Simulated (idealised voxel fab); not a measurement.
process module | voxel air gaps
cross-section cut | 195 nm wide | cells 5 nm
A cross-section is a grid of square cells, given in bands from the top down. A band is one or more rows of cells.
Each band's line starts with the height of the band's top and of its bottom, in nm. Then come its materials from left to right, each with its width in nm. One material with "throughout" fills the band from edge to edge. "air" is empty space.
Height 0 is the level under which the wafer as received is all one material. The lowest band goes on downwards, as in "0 down".
A width such as "30 to 40" changes by the same amount from each row of cells to the next, from the band's top row to its bottom row.
"no change" after a step means that no cell of the cross-section changed.
closed voids: empty space of 8 cells or more with no open way to the top, each as width x height at its distance from the left edge, in nm
after a step's settings: what the simulator itself notes on the step
overlay nm, on a step with a mask: how far to the right of its planned place the mask lay; to the left if negative
plan
1 op RECEIVE | material Si
2 op CONFORMAL_DEP | material SiO2 | thk nm 10
3 op CONFORMAL_DEP | material SiN | thk nm 5
4 op DIRECTIONAL_DEP | material lowk | thk nm 35
5 op DIRECTIONAL_DEP | material aC | thk nm 15
6 op PATTERN | tone open | mask id LINES | material resist | width nm 15 | pitch nm 45 | thk nm 30 | overlay nm 0
7 op DIRECTIONAL_ETCH | etch materials aC | depth nm 15
8 op STRIP | etch materials resist
9 op DIRECTIONAL_ETCH | etch materials lowk | depth nm 35
10 op STRIP | etch materials aC
11 op CONFORMAL_DEP | material TiN | thk nm 5
12 op FILL_DEP | material Cu | thk nm 5
13 op CMP | height nm 50
14 op EPI | material Ru | thk nm 10
15 op SELECTIVE_ETCH | etch materials lowk | depth nm 45
16 op CONFORMAL_DEP | material SiN | thk nm 5
as received, after step 1
  0 down: Si throughout
  closed voids: none
first wafer at the end, as planned
  65 to 60: air 30 | SiN 135 | air 30
  60 to 50: air 30 | SiN 5 | Ru 35 | SiN 10 | Ru 35 | SiN 10 | Ru 35 | SiN 5 | air 30
  50 to 45: air 30 | SiN 15 | TiN 5 | Cu 5 | TiN 5 | SiN 30 | TiN 5 | Cu 5 | TiN 5 | SiN 30 | TiN 5 | Cu 5 | TiN 5 | SiN 15 | air 30
  45 to 20: air 40 | SiN 5 | TiN 5 | Cu 5 | TiN 5 | SiN 5 | air 20 | SiN 5 | TiN 5 | Cu 5 | TiN 5 | SiN 5 | air 20 | SiN 5 | TiN 5 | Cu 5 | TiN 5 | SiN 5 | air 40
  20 to 15: SiN 45 | TiN 15 | SiN 30 | TiN 15 | SiN 30 | TiN 15 | SiN 45
  15 to 10: SiN throughout
  10 to 0: SiO2 throughout
  0 down: Si throughout
  closed voids: 20 x 25 at 65; 20 x 25 at 110
second wafer at the end: like start, like plan, one mistake
  65 to 60: air 20 | SiN 135 | air 40
  60 to 50: air 20 | SiN 5 | Ru 35 | SiN 10 | Ru 35 | SiN 10 | Ru 35 | SiN 5 | air 40
  50 to 45: air 20 | SiN 15 | TiN 5 | Cu 5 | TiN 5 | SiN 30 | TiN 5 | Cu 5 | TiN 5 | SiN 30 | TiN 5 | Cu 5 | TiN 5 | SiN 15 | air 40
  45 to 20: air 30 | SiN 5 | TiN 5 | Cu 5 | TiN 5 | SiN 5 | air 20 | SiN 5 | TiN 5 | Cu 5 | TiN 5 | SiN 5 | air 20 | SiN 5 | TiN 5 | Cu 5 | TiN 5 | SiN 5 | air 50
  20 to 15: SiN 35 | TiN 15 | SiN 30 | TiN 15 | SiN 30 | TiN 15 | SiN 55
  15 to 10: SiN throughout
  10 to 0: SiO2 throughout
  0 down: Si throughout
  closed voids: 20 x 25 at 55; 20 x 25 at 100
what went wrong: step 6 ran as: op PATTERN | tone open | mask id LINES | material resist | width nm 15 | pitch nm 45 | thk nm 30 | overlay nm -10
at the end the second wafer has, in cells: as many of each material as the first, in other places
